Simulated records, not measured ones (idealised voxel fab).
This section sets out a process module, namely voxel tone inversion.
This is section cut - it's 255 nm across, gridded in 5 nm square cells.
For the purposes of this document, a cross-section shall be understood as a grid of square cells, specified as bands listed in top-to-bottom order, each band consisting of one or more rows of cells. Per band: top height and bottom height in nm, followed by the left-to-right materials and their widths in nm; "edge to edge" marks a single material spanning edge to edge, "empty" marks empty space. Below 0: as-received wafer, all one material; heights counted from there. Lowest band: no bottom, goes on down, written "from 0 down". Note: "30..40" means the width goes from the first number (top row of the band) to the second number (bottom row) in equal steps per row of cells. Given "same as before" for a step, no cell of the cross-section differs between before and after that step. You'll see "Enclosed internal voids" listing empty spaces that have no way open to the top, as long as they're 8 cells or more; the notation is width x height at distance, where the distance is from the left edge, and all of it is in nm. after a step's settings: what the simulator itself notes on the step. The optional step-line setting "overlay nm" applies to steps with a mask and quantifies how far to the right of its planned location the mask lay, a negative value indicating leftward placement.
This section lists the process steps that were planned:
- 1: RECEIVE with material Si
- 2: CONFORMAL_DEP with material SiCN, thk nm 10
- 3: DIRECTIONAL_DEP with material aC, thk nm 20
- 4: PATTERN with tone cover, mask id POSTS, material resist, width nm 25, pitch nm 50, thk nm 25, overlay nm 0
- 5: DIRECTIONAL_ETCH with etch materials aC, depth nm 20
- 6: STRIP with etch materials resist
- 7: FILL_DEP with material SiO2, thk nm 10
- 8: CMP with height nm 30
- 9: STRIP with etch materials aC
Received-state cross-section, reflecting completion of step 1:
* from 0 down  Si edge to edge
* Enclosed internal voids: none
The cross-section shown corresponds to the wafer at the conclusion of the module. The initial structure and the process plan are those presented above; however, one mistake occurred in executing the plan:
* from 30 to 10  SiO2 30 | empty 25 | SiO2 25 | empty 25 | SiO2 25 | empty 25 | SiO2 25 | empty 25 | SiO2 50
* from 10 to 0  SiCN edge to edge
* from 0 down  Si edge to edge
* Enclosed internal voids: none
Misprocessing identified: so step 4 ended up running with a different setting than we planned, it ran as PATTERN with tone cover, mask id POSTS, material resist, width nm 25, pitch nm 50, thk nm 25, overlay nm -10
